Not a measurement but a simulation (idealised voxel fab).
This section sets out a process module, namely voxel released beams.
It is cross-section cut that appears here, measuring 210 nm in width, its square cells being 5 nm in size.
In this document a cross-section is written as a grid of square cells. It is given as a series of bands, listed from the top down, and a band is one or more rows of cells.
Per band: top height and bottom height in nm, followed by the left-to-right materials and their widths in nm; "all across" marks a single material spanning edge to edge, "air" marks empty space.
Counting heights begins at 0, where everything beneath is, in the wafer as received, one material. The lowest band has no bottom; it goes on downwards, as "0..down" shows.
The notation "30 to 40" denotes a width that varies across the rows of cells in the band, beginning at the first number in the top row, finishing at the second number in the bottom row, and changing by an identical amount from each row to the next.
Where a step carries "nothing was modified", the cross-section came out of it unchanged, cell for cell.
So "Voids lacking openings" is basically the list of trapped voids: any empty space of 8 cells or more that can't reach the top through an opening. They're written width x height at distance, the distance being from the left edge, and it's all nm.
That trailing text on a step's line, after the settings, is the simulator's own remark on the step.
overlay nm: right-of-plan distance of the mask on a masked step; negative values mean left-of-plan.

Planned process steps:
1. RECEIVE | material Si
2. CONFORMAL_DEP | material Al2O3 | thk nm 5
3. DIRECTIONAL_DEP | material SiO2 | thk nm 20
4. MASKED_ETCH | tone open | mask id ANCHOR | width nm 40 | etch materials SiO2 | depth nm 20 | overlay nm 0
5. CONFORMAL_DEP | material W | thk nm 15
6. PATTERN | tone cover | mask id BEAM | material resist | width nm 105 | thk nm 15 | overlay nm 0
7. DIRECTIONAL_ETCH | etch materials W | depth nm 15
8. STRIP | etch materials resist
9. STRIP | etch materials SiO2
The wafers are alike at the start. At step 2, their thk nm differs. The plan lists the first wafer's value.

Cross-section of the first incoming wafer of several, state after step 1:
0..down = Si all across
Voids lacking openings: none

Tabulated below, wafer by wafer, are the end-of-module results: for each material, the number of cells gained (+) or lost (-) relative to the as-received state, followed by the closed voids:
thk nm 5 | +42 Al2O3 | +87 W | Voids lacking openings: none
thk nm 10 | +84 Al2O3 | +87 W | Voids lacking openings: none
thk nm 15 | +126 Al2O3 | +87 W | Voids lacking openings: none
thk nm 20 | +168 Al2O3 | +87 W | Voids lacking openings: none
